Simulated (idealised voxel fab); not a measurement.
The document below concerns the process module designated voxel capacitor over wiring.
FYI the section here is cut, 210 nm wide, cells are 5 nm squares.
In this document a cross-section is written as a grid of square cells. It is given as a series of bands, listed from the top down, and a band is one or more rows of cells.
Band: top and bottom heights (nm) first, top before bottom; then materials from left to right, widths in nm. "full width" marks a sole material filling the band edge to edge. "air" denotes empty space.
Heights are measured from 0, the level below which the as-received wafer is all one material; the lowest band has no bottom and continues downward, written as in "from 0 down".
When a width is written as two numbers, as in "30..40", the first number is the width in the top row of cells of the band and the second is the width in its bottom row, and the width changes by the same amount from each row to the next.
It should be understood that the words "left unchanged", when stated for a given step, signify that the cross-section underwent no change in any of its cells during that step.
Entry "Unvented cavities". Content: empty spaces with no open connection to the top, size 8 cells or greater. Each: width x height at distance. Distance: from left edge. Unit: nm.
Heads up: the bit after the settings on a step's line is the simulator's remark on that step.
overlay nm: for a step with a mask, the amount by which the mask lay right of where it was planned; a negative amount means left of it.

Steps planned for the process:
1) RECEIVE [material Si]
2) CONFORMAL_DEP [material SiO2] [thk nm 15]
3) CONFORMAL_DEP [material SiN] [thk nm 5]
4) DIRECTIONAL_DEP [material SiO2] [thk nm 25]
5) PATTERN [tone open] [mask id METAL_1] [material resist] [width nm 30] [pitch nm 95] [thk nm 20] [overlay nm 0]
6) DIRECTIONAL_ETCH [etch materials SiO2] [depth nm 25]
7) DIRECTIONAL_ETCH [etch materials SiN] [depth nm 5]
8) STRIP [etch materials resist]
9) CONFORMAL_DEP [material TiN] [thk nm 5]
10) FILL_DEP [material Cu] [thk nm 10]
11) CMP [height nm 45]
12) EPI [material Ru] [thk nm 5]
13) FILL_DEP [material SiCN] [thk nm 5]
14) DIRECTIONAL_DEP [material lowk] [thk nm 15]
15) PATTERN [tone open] [mask id PLUG_1] [material resist] [width nm 15] [thk nm 15] [overlay nm 0]
16) DIRECTIONAL_ETCH [etch materials lowk] [depth nm 15]
17) DIRECTIONAL_ETCH [etch materials SiCN] [depth nm 5]
18) STRIP [etch materials resist]
19) CONFORMAL_DEP [material TiN] [thk nm 5]
20) FILL_DEP [material Cu] [thk nm 10]
21) CMP [height nm 70]
22) DIRECTIONAL_DEP [material TiN] [thk nm 10]
23) DIRECTIONAL_DEP [material Al2O3] [thk nm 5]
24) DIRECTIONAL_DEP [material TiN] [thk nm 10]
25) MASKED_ETCH [tone cover] [mask id UPPER_PLATE] [width nm 70] [etch materials TiN] [depth nm 5] [overlay nm 0]
26) MASKED_ETCH [tone cover] [mask id UPPER_PLATE] [width nm 70] [etch materials Al2O3] [depth nm 5] [overlay nm 0]
27) DIRECTIONAL_DEP [material aC] [thk nm 15]
28) PATTERN [tone cover] [mask id LOWER_PLATE] [material resist] [width nm 80] [thk nm 30] [overlay nm 0]
29) DIRECTIONAL_ETCH [etch materials aC] [depth nm 15]
30) STRIP [etch materials resist]
31) DIRECTIONAL_ETCH [etch materials TiN] [depth nm 10]
32) STRIP [etch materials aC]
33) FILL_DEP [material SiO2] [thk nm 20]
34) CMP [height nm 110]
35) MASKED_ETCH [tone open] [mask id PLUG_2] [width nm 15] [etch materials SiO2] [depth nm 15] [overlay nm 0]
36) CONFORMAL_DEP [material TiN] [thk nm 5]
37) FILL_DEP [material Cu] [thk nm 10]
38) CMP [height nm 110]
39) CONFORMAL_DEP [material SiCN] [thk nm 5]
Variable across wafers: step 25 depth nm (plan value is that of the first wafer; starting state common to all).

Cut through the first of several wafers as received, post step 1:
from 0 down | Si full width
Unvented cavities: none

Every row in this table is a wafer at the end of the module, and it gives, for each of the materials, the cells that wafer has gained (+) or lost (-) since it was received, then its closed voids:
depth nm 5; +42 Al2O3; +45 Cu; +16 Ru; +107 SiCN; +30 SiN; +447 SiO2; +162 TiN; +117 lowk; Unvented cavities: none
depth nm 10; +14 Al2O3; +45 Cu; +16 Ru; +107 SiCN; +30 SiN; +529 SiO2; +108 TiN; +117 lowk; Unvented cavities: none
depth nm 15; +14 Al2O3; +45 Cu; +16 Ru; +107 SiCN; +30 SiN; +529 SiO2; +108 TiN; +117 lowk; Unvented cavities: none
depth nm 20; +14 Al2O3; +45 Cu; +16 Ru; +107 SiCN; +30 SiN; +529 SiO2; +108 TiN; +117 lowk; Unvented cavities: none
depth nm 25; +14 Al2O3; +45 Cu; +16 Ru; +107 SiCN; +30 SiN; +529 SiO2; +108 TiN; +117 lowk; Unvented cavities: none
